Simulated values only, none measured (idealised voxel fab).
voxel double patterning: a process module
Each square cell in cross-section cut measures 5 nm, and the section as a whole is 210 nm wide.
Heads up, the way a cross-section reads in here is a grid of square cells, handed over as bands from the top down, with every band being one or more rows of cells. Each band's line starts with the height of the band's top and of its bottom, in nm. Then come its materials from left to right, each with its width in nm. One material with "everywhere" fills the band from edge to edge. "blank" is empty space. Height reference: 0 = level under which incoming wafer is all one material. Lowest band: no bottom, runs on downward, e.g. "top 0, no bottom". With a width like "30->40", each row of cells in the band differs from the next by the same amount, the top row carrying the first number and the bottom row the second. Given "remains unaltered" for a step, no cell of the cross-section differs between before and after that step. "Voids, fully enclosed" means: voids of 8 cells or more that are shut off from the top with no open way through. Written width x height at distance, distance from the left edge, in nm. Past the settings on a step's line: simulator remark, on that step. "overlay nm", when on a step's line for a step with a mask, measures how far to the right of its planned place the mask lay; a negative measure means to the left.
Process steps - plan:
1. RECEIVE with material Si
2. CONFORMAL_DEP with material SiO2, thk nm 5
3. DIRECTIONAL_DEP with material polySi, thk nm 15
4. DIRECTIONAL_DEP with material SiCN, thk nm 5
5. PATTERN with tone open, mask id FIRST, material resist, width nm 15, pitch nm 50, thk nm 15, overlay nm 0
6. DIRECTIONAL_ETCH with etch materials SiCN, depth nm 5
7. STRIP with etch materials resist
8. PATTERN with tone open, mask id SECOND, material resist, width nm 15, pitch nm 50, thk nm 20, overlay nm 0
9. DIRECTIONAL_ETCH with etch materials SiCN, depth nm 5
10. STRIP with etch materials resist
11. DIRECTIONAL_ETCH with etch materials polySi, depth nm 15
12. STRIP with etch materials SiCN
Shown in cross-section is the wafer as received, that is, as it stands after step 1:
> top 0, no bottom  Si everywhere
> Voids, fully enclosed: none
Here's the wafer cut in cross-section after the module, started and planned just like above, except one thing was done wrong in the run:
> top 20, bottom 5  45 nm polySi / 15 nm blank / 10 nm polySi / 20 nm blank / 5 nm polySi / 15 nm blank / 10 nm polySi / 20 nm blank / 5 nm polySi / 15 nm blank / 50 nm polySi
> top 5, bottom 0  SiO2 everywhere
> top 0, no bottom  Si everywhere
> Voids, fully enclosed: none
Heads up, the wafer didn't run the way we planned it: off-plan run, step 8, actual operation and settings PATTERN with tone open, mask id SECOND, material resist, width nm 20, pitch nm 50, thk nm 20, overlay nm 0
